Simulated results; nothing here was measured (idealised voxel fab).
Process module heading - voxel gate over fins
FYI the section here is cut, 185 nm wide, cells are 5 nm squares.
If you're reading a cross-section in this doc, picture square cells in a grid; it comes to you as bands, top ones listed first down to the bottom, and a band can be one or more rows of cells. A band entry consists of two parts. The first gives the height of the band's top and the height of its bottom, in nm. The rest lists the band's materials from left to right, each with its width in nm. A single material labelled with the word "all across" fills the band from edge to edge, and the word "air" marks empty space. Measure heights from 0. That's the level where, below it, the as-received wafer is all one material. The lowest band is bottomless and extends downward; write it as in "0 nm and below". You'd read "30..40" like this: the band's top row of cells is as wide as the first number, its bottom row is as wide as the second, and going down, every row changes width by the same amount as the row before did. "left unchanged" -> step changed no cross-section cell. The list in "Sealed cavities" covers empty spaces of 8 cells or more that cannot reach the top through any open way, and it gives each as width x height at distance; the distance is from the left edge, and width, height and distance are in nm. On each step's line, the part that comes after the settings is the simulator's own comment on the step. You can add "overlay nm" to a step's line. For a step with a mask, it describes how far the mask lay to the right of its planned position, and a negative number describes a lay to the left.

BELOW IS THE LIST OF PLANNED PROCESS STEPS
1 RECEIVE, material Si
2 CONFORMAL_DEP, material SiN, thk nm 10
3 PATTERN, tone cover, mask id FINS, material resist, width nm 15, pitch nm 45, thk nm 20, overlay nm 0
4 DIRECTIONAL_ETCH, etch materials SiN, depth nm 10
5 DIRECTIONAL_ETCH, etch materials Si, depth nm 35
6 STRIP, etch materials resist
7 FILL_DEP, material SiO2, thk nm 5
8 CMP, height nm 10
9 SELECTIVE_ETCH, etch materials SiO2, depth nm 20
10 STRIP, etch materials SiN
11 CONFORMAL_DEP, material HfO2, thk nm 5
12 CONFORMAL_DEP, material TiN, thk nm 5
13 CONFORMAL_DEP, material TiAl, thk nm 5
14 CONFORMAL_DEP, material TiN, thk nm 5
15 FILL_DEP, material W, thk nm 15
16 CMP, height nm 30
17 CONFORMAL_DEP, material SiN, thk nm 5

SO THIS IS THE INCOMING WAFER IN CROSS-SECTION - IT'S ALREADY BEEN THROUGH STEP 1
    0 nm and below | Si all across
    Sealed cavities: none

THE FIRST OF THE TWO WAFERS AS SEEN IN CROSS-SECTION ONCE THE MODULE WAS FINISHED; PROCESSING FOLLOWED THE PLAN
    35 nm to 30 nm | SiN all across
    30 nm to 20 nm | W all across
    20 nm to 15 nm | 40 nm W, 100 nm TiN, 45 nm W
    15 nm to 10 nm | 40 nm W, 5 nm TiN, 90 nm TiAl, 5 nm TiN, 45 nm W
    10 nm to 5 nm | 45 nm TiN, 5 nm TiAl, 35 nm TiN, 10 nm TiAl, 35 nm TiN, 5 nm TiAl, 50 nm TiN
    5 nm to 0 nm | 50 nm TiAl, 5 nm TiN, 25 nm HfO2, 5 nm TiN, 10 nm TiAl, 5 nm TiN, 25 nm HfO2, 5 nm TiN, 55 nm TiAl
    0 nm to -5 nm | 55 nm TiN, 5 nm HfO2, 15 nm Si, 5 nm HfO2, 20 nm TiN, 5 nm HfO2, 15 nm Si, 5 nm HfO2, 60 nm TiN
    -5 nm to -10 nm | 60 nm HfO2, 15 nm Si, 30 nm HfO2, 15 nm Si, 65 nm HfO2
    -10 nm to -35 nm | 60 nm SiO2, 15 nm Si, 30 nm SiO2, 15 nm Si, 65 nm SiO2
    -35 nm and below | Si all across
    Sealed cavities: none

HERE IS THE SECOND OF THE TWO WAFERS CUT OPEN AT THE END OF THE MODULE - SAME START, SAME PLAN AS THE FIRST ONE, BUT WE MADE ONE MISTAKE RUNNING IT
    35 nm to 30 nm | SiN all across
    30 nm to 15 nm | W all across
    15 nm to 5 nm | 45 nm W, 90 nm TiN, 50 nm W
    5 nm to 0 nm | 55 nm TiN, 25 nm HfO2, 20 nm TiN, 25 nm HfO2, 60 nm TiN
    0 nm to -5 nm | 55 nm TiN, 5 nm HfO2, 15 nm Si, 5 nm HfO2, 20 nm TiN, 5 nm HfO2, 15 nm Si, 5 nm HfO2, 60 nm TiN
    -5 nm to -10 nm | 60 nm HfO2, 15 nm Si, 30 nm HfO2, 15 nm Si, 65 nm HfO2
    -10 nm to -35 nm | 60 nm SiO2, 15 nm Si, 30 nm SiO2, 15 nm Si, 65 nm SiO2
    -35 nm and below | Si all across
    Sealed cavities: none
Plan not followed: step 13 in the plan did not get run; it was skipped
Final comparison by cell count, materials where the second wafer has more or fewer than the first: -45 TiAl; +4 TiN; +41 W
